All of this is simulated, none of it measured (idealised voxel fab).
The following is a process module called voxel plated lines.
Displayed cross-section: cut, width of 270 nm, square cells sized 5 nm.
Think of the cross-section as a grid of square cells. We describe it in bands, top to bottom, and each band covers one or more rows of those cells.
This entry defines a band. It first specifies the height of the band's top and the height of its bottom in nm, and then specifies the band's materials from left to right, stating each material with its width in nm. The word "full width" identifies a single material that fills the band from edge to edge, while the word "air" identifies empty space.
Heights are reckoned from 0. Under this level, the received wafer is all of one material. The bottommost band is open-ended downward, for example "0 -> down".
You'd read "30 to 40" like this: the band's top row of cells is as wide as the first number, its bottom row is as wide as the second, and going down, every row changes width by the same amount as the row before did.
Where the words "remains unaltered" appear for a step, the cross-section shows no cell changed by that step; every cell remained as before.
"Enclosed cavity list": empty spaces of 8 cells or more with no open way to the top, each given as width x height at distance, distance from the left edge, all in nm.
Anything after a step's settings on that line? It's the simulator's own note about the step.
Each step line may optionally specify "overlay nm", which for a step with a mask gives the rightward distance between the mask's planned place and where it lay, a negative value indicating the leftward direction.
**These are the steps we planned for the process**
1) RECEIVE with material Si
2) CONFORMAL_DEP with material SiO2, thk nm 10
3) DIRECTIONAL_DEP with material TiN, thk nm 5
4) PATTERN with tone open, mask id LINES, material resist, width nm 25, pitch nm 40, thk nm 20, overlay nm -15
5) EPI with material Ru, thk nm 5
6) STRIP with etch materials resist
7) DIRECTIONAL_ETCH with etch materials TiN, depth nm 5
8) CONFORMAL_DEP with material SiN, thk nm 5
Quick note for whoever runs this: the wafers start identical, but the overlay nm at step 4 isn't the same across them. The plan just shows what the first wafer had.
**Sectional view: first of several wafers, as received, after step 1**
- 0 -> down: Si full width
- Enclosed cavity list: none
**Table: wafers, a row each; end-of-module cell change per material since receipt, gain (+), loss (-); then closed voids**
overlay nm -15; +15 Ru; +66 SiN; +108 SiO2; +15 TiN; Enclosed cavity list: none
overlay nm -10; +15 Ru; +66 SiN; +108 SiO2; +15 TiN; Enclosed cavity list: none
overlay nm -5; +15 Ru; +66 SiN; +108 SiO2; +15 TiN; Enclosed cavity list: none
overlay nm 0; +15 Ru; +66 SiN; +108 SiO2; +15 TiN; Enclosed cavity list: none
overlay nm 5; +15 Ru; +66 SiN; +108 SiO2; +15 TiN; Enclosed cavity list: none
overlay nm 10; +15 Ru; +66 SiN; +108 SiO2; +15 TiN; Enclosed cavity list: none
overlay nm 15; +15 Ru; +66 SiN; +108 SiO2; +15 TiN; Enclosed cavity list: none
